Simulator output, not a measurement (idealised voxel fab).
process module | voxel wiring stack
cross-section cut | 290 nm wide | cells 5 nm
A cross-section is a grid of square cells, given in bands from the top down. A band is one or more rows of cells.
Each band's line starts with the height of the band's top and of its bottom, in nm. Then come its materials from left to right, each with its width in nm. One material with "throughout" fills the band from edge to edge. "air" is empty space.
Height 0 is the level under which the wafer as received is all one material. The lowest band goes on downwards, as in "0 down".
A width such as "30 to 40" changes by the same amount from each row of cells to the next, from the band's top row to its bottom row.
"no change" after a step means that no cell of the cross-section changed.
closed voids: empty space of 8 cells or more with no open way to the top, each as width x height at its distance from the left edge, in nm
after a step's settings: what the simulator itself notes on the step
overlay nm, on a step with a mask: how far to the right of its planned place the mask lay; to the left if negative
plan
1 op RECEIVE | material Si
2 op CONFORMAL_DEP | material SiO2 | thk nm 15
3 op DIRECTIONAL_DEP | material TiN | thk nm 5
4 op DIRECTIONAL_DEP | material W | thk nm 20
5 op DIRECTIONAL_DEP | material aC | thk nm 10
6 op PATTERN | tone cover | mask id METAL_1 | material resist | width nm 30 | pitch nm 60 | thk nm 25 | overlay nm 0
7 op DIRECTIONAL_ETCH | etch materials aC | depth nm 10
8 op STRIP | etch materials resist
9 op DIRECTIONAL_ETCH | etch materials W | depth nm 20
10 op DIRECTIONAL_ETCH | etch materials TiN | depth nm 5
11 op STRIP | etch materials aC
12 op FILL_DEP | material SiO2 | thk nm 5
13 op CMP | height nm 40
14 op CONFORMAL_DEP | material SiCN | thk nm 5
15 op DIRECTIONAL_DEP | material lowk | thk nm 30
16 op PATTERN | tone open | mask id METAL_2_HOLES | material resist | width nm 15 | pitch nm 120 | thk nm 15 | overlay nm 0
17 op DIRECTIONAL_ETCH | etch materials lowk | depth nm 30
18 op STRIP | etch materials resist
19 op PATTERN | tone open | mask id METAL_2 | material resist | width nm 30 | pitch nm 60 | thk nm 20 | overlay nm 0
20 op DIRECTIONAL_ETCH | etch materials lowk | depth nm 20
21 op DIRECTIONAL_ETCH | etch materials SiCN | depth nm 5
22 op STRIP | etch materials resist
23 op CONFORMAL_DEP | material TiN | thk nm 5
24 op FILL_DEP | material Cu | thk nm 10
25 op CMP | height nm 75
26 op CONFORMAL_DEP | material SiCN | thk nm 5
27 op DIRECTIONAL_DEP | material SiO2 | thk nm 15
28 op PATTERN | tone open | mask id PLUG_2 | material resist | width nm 15 | pitch nm 60 | thk nm 15 | overlay nm 0
29 op DIRECTIONAL_ETCH | etch materials SiO2 | depth nm 15
30 op DIRECTIONAL_ETCH | etch materials SiCN | depth nm 5
31 op STRIP | etch materials resist
32 op EPI | material Ru | thk nm 10
33 op EPI | material Ru | thk nm 10
34 op DIRECTIONAL_DEP | material TiN | thk nm 5
35 op DIRECTIONAL_DEP | material W | thk nm 20
36 op DIRECTIONAL_DEP | material aC | thk nm 10
37 op PATTERN | tone cover | mask id METAL_3 | material resist | width nm 30 | pitch nm 60 | thk nm 25 | overlay nm 0
38 op DIRECTIONAL_ETCH | etch materials aC | depth nm 10
39 op STRIP | etch materials resist
40 op DIRECTIONAL_ETCH | etch materials W | depth nm 20
41 op DIRECTIONAL_ETCH | etch materials TiN | depth nm 5
42 op STRIP | etch materials aC
43 op FILL_DEP | material lowk | thk nm 5
44 op CMP | height nm 120
45 op CONFORMAL_DEP | material SiCN | thk nm 5
as received, after step 1
  0 down: Si throughout
  closed voids: none
a wafer at the end: this start, this plan, one mistake
  125 to 120: SiCN throughout
  120 to 100: lowk 70 | W 30 | lowk 30 | W 30 | lowk 30 | W 30 | lowk 70
  100 to 95: lowk 70 | TiN 30 | lowk 30 | TiN 30 | lowk 30 | TiN 30 | lowk 70
  95 to 80: SiO2 70 | Ru 15 | SiO2 45 | Ru 15 | SiO2 45 | Ru 15 | SiO2 85
  80 to 75: SiCN 70 | Ru 15 | SiCN 45 | Ru 15 | SiCN 45 | Ru 15 | SiCN 85
  75 to 70: Cu throughout
  70 to 65: TiN 75 | Cu 20 | TiN 40 | Cu 20 | TiN 40 | Cu 20 | TiN 75
  65 to 45: lowk 70 | TiN 5 | Cu 20 | TiN 5 | lowk 30 | TiN 5 | Cu 20 | TiN 5 | lowk 30 | TiN 5 | Cu 20 | TiN 5 | lowk 70
  45 to 40: SiCN 70 | TiN 30 | SiCN 30 | TiN 30 | SiCN 30 | TiN 30 | SiCN 70
  40 to 20: SiO2 70 | W 30 | SiO2 30 | W 30 | SiO2 30 | W 30 | SiO2 70
  20 to 15: SiO2 70 | TiN 30 | SiO2 30 | TiN 30 | SiO2 30 | TiN 30 | SiO2 70
  15 to 0: SiO2 throughout
  0 down: Si throughout
  closed voids: none
what went wrong: step 15 ran as: op DIRECTIONAL_DEP | material lowk | thk nm 20
